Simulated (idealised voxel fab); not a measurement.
A process module follows: voxel ribs on slabs.
Shown is cross-section cut, with a width of 165 nm and square cells of size 5 nm.
Heads up, the way a cross-section reads in here is a grid of square cells, handed over as bands from the top down, with every band being one or more rows of cells. Read a band's entry like this: the first values are the height of its top and the height of its bottom in nm, and what follows is the sequence of materials from left to right, each with its width in nm. Note that "air" is empty space, and that a single material marked "full width" reaches across the band from edge to edge. Basically, 0 is our baseline, since under it the wafer straight out of the box is all one material. The bottom band has no lower end and keeps on going down, so it looks like "0 nm and below". Per-row width for "30..40": begins at first number (top row of band), ends at second number (bottom row), increment between rows held constant. When a step is marked "no alterations made", none of the cells in the cross-section changed during that step. Empty spaces counting at least 8 cells and having no open way to the top are listed in "Catalogued sealed voids". The notation width x height at distance is used for each, the distance being from the left edge and all three values in nm. Past the settings on a step's line: simulator remark, on that step. Among the settings permitted on a step's line is "overlay nm"; applied to a step with a mask, it specifies the extent to which the mask lay to the right of its planned position, whereas a negative figure signifies a position to the left.

**Process steps (planned)**
step 1: RECEIVE, material Si
step 2: DIRECTIONAL_DEP, material SiO2, thk nm 30
step 3: DIRECTIONAL_DEP, material SiN, thk nm 15
step 4: DIRECTIONAL_DEP, material aC, thk nm 10
step 5: PATTERN, tone cover, mask id RIB, material resist, width nm 25, thk nm 25, overlay nm 0
step 6: DIRECTIONAL_ETCH, etch materials aC, depth nm 10
step 7: STRIP, etch materials resist
step 8: DIRECTIONAL_ETCH, etch materials SiN, depth nm 10
step 9: STRIP, etch materials aC
step 10: MASKED_ETCH, tone cover, mask id SLAB, width nm 55, etch materials SiN, depth nm 5, overlay nm 0
step 11: FILL_DEP, material SiO2, thk nm 25
step 12: CMP, height nm 65
step 13: DIRECTIONAL_DEP, material TiN, thk nm 5
step 14: DIRECTIONAL_DEP, material aC, thk nm 10
step 15: PATTERN, tone cover, mask id HEATER, material resist, width nm 35, thk nm 30, overlay nm 0
step 16: DIRECTIONAL_ETCH, etch materials aC, depth nm 10
step 17: STRIP, etch materials resist
step 18: DIRECTIONAL_ETCH, etch materials TiN, depth nm 5
step 19: STRIP, etch materials aC
step 20: CONFORMAL_DEP, material SiO2, thk nm 10

**So this is the incoming wafer in cross-section - it's already been through step 1**
	0 nm and below = Si full width
	Catalogued sealed voids: none

**End-of-module XS, first of two wafers, run as planned**
	80 nm to 75 nm = air 55, then SiO2 55, then air 55
	75 nm to 70 nm = SiO2 full width
	70 nm to 65 nm = SiO2 65, then TiN 35, then SiO2 65
	65 nm to 45 nm = SiO2 full width
	45 nm to 35 nm = SiO2 70, then SiN 25, then SiO2 70
	35 nm to 30 nm = SiO2 55, then SiN 55, then SiO2 55
	30 nm to 0 nm = SiO2 full width
	0 nm and below = Si full width
	Catalogued sealed voids: none

**This is the second of the two wafers, cross-sectioned at the end of the module; it started exactly like the first and was given the same plan, but it was run with one mistake**
	80 nm to 75 nm = air 55, then SiO2 55, then air 55
	75 nm to 70 nm = SiO2 full width
	70 nm to 65 nm = SiO2 65, then TiN 35, then SiO2 65
	65 nm to 45 nm = TiN full width
	45 nm to 35 nm = TiN 70, then SiN 25, then TiN 70
	35 nm to 30 nm = TiN 55, then SiN 55, then TiN 55
	30 nm to 0 nm = SiO2 full width
	0 nm and below = Si full width
	Catalogued sealed voids: none
Heads up, the wafer didn't run the way we planned it: so step 11 ended up running with a different setting than we planned, it ran as FILL_DEP, material TiN, thk nm 25
Cell-count delta at end, second wafer over first, by material: SiO2: 210 fewer | TiN: 210 more
